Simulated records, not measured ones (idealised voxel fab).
This section sets out a process module, namely voxel self aligned vias.
The figure presents cross-section cut, which has a width of 235 nm and is divided into square cells with an edge length of 5 nm.
How to read a cross-section here: the picture is a grid of square cells, written as bands going from the top down, and any band can span one or more rows of cells. Look at the band entry: it leads with the top's height and the bottom's height in nm. Then it lists the materials left to right, with a width in nm for each. The word "edge to edge" on a single material says that material fills the band edge to edge. The word "air" is empty space. Zero point of the height axis is 0; under it, received wafer = one material. Lowest band: continues down indefinitely, "from 0 down". Graded width ("30 to 40"): value in top row of band = first number; value in bottom row = second number; row-to-row change constant. For the purposes of this document, the phrase "nothing was modified" attached to a step denotes that no cell within the cross-section was modified by that step. Any empty space of 8 cells or more lacking an open way to the top shows up in "Closed void roster" as width x height at distance, distance from the left edge, in nm. Formally, on a step line, whatever follows the settings is a remark that the simulator itself makes on the step. When a step includes a mask, the "overlay nm" setting on its line states how far to the right of its planned place that mask lay, and negative values state how far to the left.
THESE ARE THE STEPS WE PLANNED FOR THE PROCESS
1. RECEIVE: material Si
2. CONFORMAL_DEP: material SiO2, thk nm 15
3. CONFORMAL_DEP: material SiCN, thk nm 5
4. DIRECTIONAL_DEP: material SiO2, thk nm 30
5. DIRECTIONAL_DEP: material aC, thk nm 15
6. PATTERN: tone open, mask id LINES, material resist, width nm 25, pitch nm 60, thk nm 30, overlay nm 0
7. DIRECTIONAL_ETCH: etch materials aC, depth nm 15
8. STRIP: etch materials resist
9. DIRECTIONAL_ETCH: etch materials SiO2, depth nm 30
10. STRIP: etch materials aC
11. CONFORMAL_DEP: material TiN, thk nm 5
12. FILL_DEP: material W, thk nm 10
13. CMP: height nm 50
14. SELECTIVE_ETCH: etch materials W Ru TiN, depth nm 10
15. FILL_DEP: material SiN, thk nm 10
16. CMP: height nm 50
17. DIRECTIONAL_DEP: material SiO2, thk nm 15
18. MASKED_ETCH: tone open, mask id VIAS, width nm 45, etch materials SiO2, depth nm 15, overlay nm 0
19. MASKED_ETCH: tone open, mask id VIAS, width nm 45, etch materials SiN, depth nm 10, overlay nm 0
20. CONFORMAL_DEP: material TiN, thk nm 5
21. FILL_DEP: material Ru, thk nm 5
22. CMP: height nm 65
23. CONFORMAL_DEP: material SiN, thk nm 5
RECEIVED-STATE CROSS-SECTION, REFLECTING COMPLETION OF STEP 1
    from 0 down | Si edge to edge
    Closed void roster: none
WHAT THE WAFER LOOKS LIKE IN CROSS-SECTION AFTER THIS MODULE, WHEN IT STARTS AS SHOWN ABOVE AND FOLLOWS THE PLAN ABOVE BUT ONE MISTAKE IS MADE IN RUNNING IT
    from 70 to 65 | SiN edge to edge
    from 65 to 50 | 65 SiO2, then 5 TiN, then 35 Ru, then 5 TiN, then 125 SiO2
    from 50 to 45 | 65 SiN, then 15 TiN, then 15 Ru, then 15 TiN, then 125 SiN
    from 45 to 40 | 75 SiO2, then 25 TiN, then 35 SiO2, then 25 SiN, then 75 SiO2
    from 40 to 20 | 75 SiO2, then 5 TiN, then 15 W, then 5 TiN, then 35 SiO2, then 5 TiN, then 15 W, then 5 TiN, then 75 SiO2
    from 20 to 15 | 75 SiO2, then 25 TiN, then 35 SiO2, then 25 TiN, then 75 SiO2
    from 15 to 0 | SiO2 edge to edge
    from 0 down | Si edge to edge
    Closed void roster: none
So what did we get wrong on this run? step 3 of the plan never got run, it was skipped over
